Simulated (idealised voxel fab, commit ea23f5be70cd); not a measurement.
The following is a process module called voxel spacer lines.
It is cross-section cut that appears here, measuring 160 nm in width, its square cells being 5 nm in size.
We lay out every cross-section as a grid of square cells and spell it out in bands from the top down, where one band means one or more rows of cells.
Heads up on the band format: heights come first, top then bottom, in nm. After that it's the materials left to right, each with its width in nm. A single material flagged "full width" fills the whole band edge to edge, and "blank" means there's empty space there.
The level at which height equals 0 is the one under which the wafer, as it arrives, is entirely one material. No lower edge exists for the bottom band, which continues downward and is notated as in "from 0 down".
Read "30 to 40" as a graded width: first number on top, second number at the bottom, same change between each pair of neighbouring rows.
Where the words "stayed the same" appear for a step, the cross-section shows no cell changed by that step; every cell remained as before.
So "Sealed voids" is basically the list of trapped voids: any empty space of 8 cells or more that can't reach the top through an opening. They're written width x height at distance, the distance being from the left edge, and it's all nm.
On each step's line, the part that comes after the settings is the simulator's own comment on the step.
overlay nm: right-of-plan distance of the mask on a masked step; negative values mean left-of-plan.

-- Below is the list of planned process steps
| 1 | RECEIVE: material Si |
| 2 | CONFORMAL_DEP: material Al2O3, thk nm 5 |
| 3 | DIRECTIONAL_DEP: material polySi, thk nm 20 |
| 4 | DIRECTIONAL_DEP: material aC, thk nm 20 |
| 5 | PATTERN: tone cover, mask id MANDREL, material resist, width nm 25, pitch nm 80, thk nm 30, overlay nm 0 |
| 6 | DIRECTIONAL_ETCH: etch materials aC, depth nm 20 |
| 7 | STRIP: etch materials resist |
| 8 | CONFORMAL_DEP: material SiN, thk nm 15 |
| 9 | DIRECTIONAL_ETCH: etch materials SiN, depth nm 5 |
| 10 | STRIP: etch materials aC |
| 11 | DIRECTIONAL_ETCH: etch materials polySi, depth nm 20 |
| 12 | STRIP: etch materials SiN |
Heads up: all these wafers start the same, and what changes between them is the depth nm in step 9. The value you see in the plan is just what the first wafer got.

-- Cross-sectional view of the first of several wafers in the as-received condition, corresponding to the state following step 1
* from 0 down: Si full width
* Sealed voids: none

-- First of several wafers in cross-section at module end, following the final step, step 12
* from 45 to 25: 25 blank; 25 aC; 55 blank; 25 aC; 30 blank
* from 25 to 5: polySi full width
* from 5 to 0: Al2O3 full width
* from 0 down: Si full width
* Sealed voids: none

-- Last wafer, end of module, cross-section
* from 25 to 5: 10 blank; 15 polySi; 25 blank; 15 polySi; 25 blank; 15 polySi; 25 blank; 15 polySi; 15 blank
* from 5 to 0: Al2O3 full width
* from 0 down: Si full width
* Sealed voids: none

-- End of module, by wafer: material-by-material cell gain (+) or loss (-) since receipt, then closed voids
depth nm 5; +32 Al2O3; +40 aC; +128 polySi; Sealed voids: none
depth nm 10; +32 Al2O3; +40 aC; +128 polySi; Sealed voids: none
depth nm 15; +32 Al2O3; +48 polySi; Sealed voids: none
depth nm 20; +32 Al2O3; +48 polySi; Sealed voids: none
depth nm 25; +32 Al2O3; +48 polySi; Sealed voids: none
depth nm 30; +32 Al2O3; +48 polySi; Sealed voids: none
